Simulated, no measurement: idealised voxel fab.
process module | voxel released beams
cross-section cut | 225 nm wide | cells 5 nm
A cross-section is a grid of square cells, given in bands from the top down. A band is one or more rows of cells.
Each band's line starts with the height of the band's top and of its bottom, in nm. Then come its materials from left to right, each with its width in nm. One material with "throughout" fills the band from edge to edge. "air" is empty space.
Height 0 is the level under which the wafer as received is all one material. The lowest band goes on downwards, as in "0 down".
A width such as "30 to 40" changes by the same amount from each row of cells to the next, from the band's top row to its bottom row.
"no change" after a step means that no cell of the cross-section changed.
closed voids: empty space of 8 cells or more with no open way to the top, each as width x height at its distance from the left edge, in nm
after a step's settings: what the simulator itself notes on the step
overlay nm, on a step with a mask: how far to the right of its planned place the mask lay; to the left if negative
plan
1 op RECEIVE | material Si
2 op CONFORMAL_DEP | material Al2O3 | thk nm 5
3 op DIRECTIONAL_DEP | material SiO2 | thk nm 15
4 op MASKED_ETCH | tone open | mask id ANCHOR | width nm 35 | etch materials SiO2 | depth nm 15 | overlay nm 0
5 op CONFORMAL_DEP | material SiN | thk nm 10
6 op MASKED_ETCH | tone cover | mask id BEAM | width nm 100 | etch materials SiN | depth nm 10 | overlay nm 0
7 op STRIP | etch materials SiO2
as received, after step 1
  0 down: Si throughout
  closed voids: none
a wafer at the end: this start, this plan, one mistake
  25 to 15: air 60 | SiN 15 | air 15 | SiN 70 | air 65
  15 to 10: air 65 | SiN 10 | air 15 | SiN 10 | air 125
  10 to 0: air 65 | SiN 35 | air 125
  0 down: Si throughout
  closed voids: none
what went wrong: step 2 was left out
